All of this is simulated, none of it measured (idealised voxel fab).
process module | voxel trench capacitor
cross-section cut | 245 nm wide | cells 5 nm
A cross-section is a grid of square cells, given in bands from the top down. A band is one or more rows of cells.
Each band's line starts with the height of the band's top and of its bottom, in nm. Then come its materials from left to right, each with its width in nm. One material with "throughout" fills the band from edge to edge. "air" is empty space.
Height 0 is the level under which the wafer as received is all one material. The lowest band goes on downwards, as in "0 down".
A width such as "30 to 40" changes by the same amount from each row of cells to the next, from the band's top row to its bottom row.
"no change" after a step means that no cell of the cross-section changed.
closed voids: empty space of 8 cells or more with no open way to the top, each as width x height at its distance from the left edge, in nm
after a step's settings: what the simulator itself notes on the step
overlay nm, on a step with a mask: how far to the right of its planned place the mask lay; to the left if negative
plan
1 op RECEIVE | material Si
2 op CONFORMAL_DEP | material SiN | thk nm 5
3 op PATTERN | tone open | mask id TRENCH | material resist | width nm 25 | pitch nm 45 | thk nm 20 | overlay nm 0
4 op DIRECTIONAL_ETCH | etch materials SiN | depth nm 5
5 op DIRECTIONAL_ETCH | etch materials Si | depth nm 35
6 op STRIP | etch materials resist
7 op CONFORMAL_DEP | material HfO2 | thk nm 5
8 op CONFORMAL_DEP | material TiN | thk nm 5
9 op FILL_DEP | material W | thk nm 5
10 op CMP | height nm 5
as received, after step 1
  0 down: Si throughout
  closed voids: none
first wafer at the end, as planned
  5 to 0: SiN 65 | HfO2 5 | TiN 5 | W 5 | TiN 5 | HfO2 5 | SiN 20 | HfO2 5 | TiN 5 | W 5 | TiN 5 | HfO2 5 | SiN 20 | HfO2 5 | TiN 5 | W 5 | TiN 5 | HfO2 5 | SiN 65
  0 to -25: Si 65 | HfO2 5 | TiN 5 | W 5 | TiN 5 | HfO2 5 | Si 20 | HfO2 5 | TiN 5 | W 5 | TiN 5 | HfO2 5 | Si 20 | HfO2 5 | TiN 5 | W 5 | TiN 5 | HfO2 5 | Si 65
  -25 to -30: Si 65 | HfO2 5 | TiN 15 | HfO2 5 | Si 20 | HfO2 5 | TiN 15 | HfO2 5 | Si 20 | HfO2 5 | TiN 15 | HfO2 5 | Si 65
  -30 to -35: Si 65 | HfO2 25 | Si 20 | HfO2 25 | Si 20 | HfO2 25 | Si 65
  -35 down: Si throughout
  closed voids: none
second wafer at the end: like start, like plan, one mistake
  5 to 0: SiN 65 | HfO2 5 | TiN 5 | W 10 | TiN 5 | HfO2 5 | SiN 15 | HfO2 5 | TiN 5 | W 10 | TiN 5 | HfO2 5 | SiN 15 | HfO2 5 | TiN 5 | W 10 | TiN 5 | HfO2 5 | SiN 60
  0 to -25: Si 65 | HfO2 5 | TiN 5 | W 10 | TiN 5 | HfO2 5 | Si 15 | HfO2 5 | TiN 5 | W 10 | TiN 5 | HfO2 5 | Si 15 | HfO2 5 | TiN 5 | W 10 | TiN 5 | HfO2 5 | Si 60
  -25 to -30: Si 65 | HfO2 5 | TiN 20 | HfO2 5 | Si 15 | HfO2 5 | TiN 20 | HfO2 5 | Si 15 | HfO2 5 | TiN 20 | HfO2 5 | Si 60
  -30 to -35: Si 65 | HfO2 30 | Si 15 | HfO2 30 | Si 15 | HfO2 30 | Si 60
  -35 down: Si throughout
  closed voids: none
what went wrong: step 3 ran as: op PATTERN | tone open | mask id TRENCH | material resist | width nm 30 | pitch nm 45 | thk nm 20 | overlay nm 0
at the end the second wafer has, in cells: 3 more of HfO2 | 21 fewer of Si | 3 fewer of SiN | 3 more of TiN | 18 more of W
